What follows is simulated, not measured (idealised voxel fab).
voxel lift off: a process module
For reference, the cross-section in this document is cut, with width 155 nm and square cells of 5 nm.
Each cross-section below is a grid of square cells, stated as bands in top-down order, with one or more rows of cells making up each band.
Band entry format. Leading values: height of top, height of bottom, nm. Remainder: materials in left-to-right order, each with its width in nm. Special words: "edge to edge" on a single material, which then fills the band edge to edge; "air", empty space.
We count height from 0. Below that, the starting wafer is all one material. The lowest band never ends at the bottom but goes on down; see "top 0, no bottom" for how that is written.
Quick explanation for "30 to 40": the width changes in equal steps down the rows of cells, from the first number in the band's top row to the second number in its bottom row.
The designation "same as before", where it is given for a processing step, indicates that no cell of the cross-section was altered in the course of that step.
Closed-off voids of 8+ cells (no open route to the top) go in "Completely enclosed voids", written width x height at distance from the left edge, in nm.
It should be noted that, on the line of a given step, the content following the step's settings is a remark produced by the simulator itself with respect to that step.
On any step carrying a mask, the "overlay nm" setting, if present on the step's line, tells how far right of its planned place the mask lay; negative values point to the left.
**These are the steps we planned for the process**
1 RECEIVE,material Si
2 CONFORMAL_DEP,material SiN,thk nm 10
3 PATTERN,tone open,mask id LINES,material resist,width nm 15,pitch nm 40,thk nm 25,overlay nm 0
4 DIRECTIONAL_DEP,material Ru,thk nm 15
5 STRIP,etch materials resist
6 CONFORMAL_DEP,material SiO2,thk nm 5
**As-received state of the wafer in cross-section, equivalent to post-step 1**
- top 0, no bottom | Si edge to edge
- Completely enclosed voids: none
**The module was run from the start shown above using the plan shown above, but one mistake was made doing it; the resulting wafer cross-section is below**
- top 30, bottom 15 | 25 of air / 25 of SiO2 / 15 of air / 25 of SiO2 / 15 of air / 25 of SiO2 / 25 of air
- top 15, bottom 10 | SiO2 edge to edge
- top 10, bottom 0 | SiN edge to edge
- top 0, no bottom | Si edge to edge
- Completely enclosed voids: none
Plan not followed: it should be noted that step 4 was executed with settings other than those planned, the operation and settings actually applied being DIRECTIONAL_DEP,material SiO2,thk nm 15
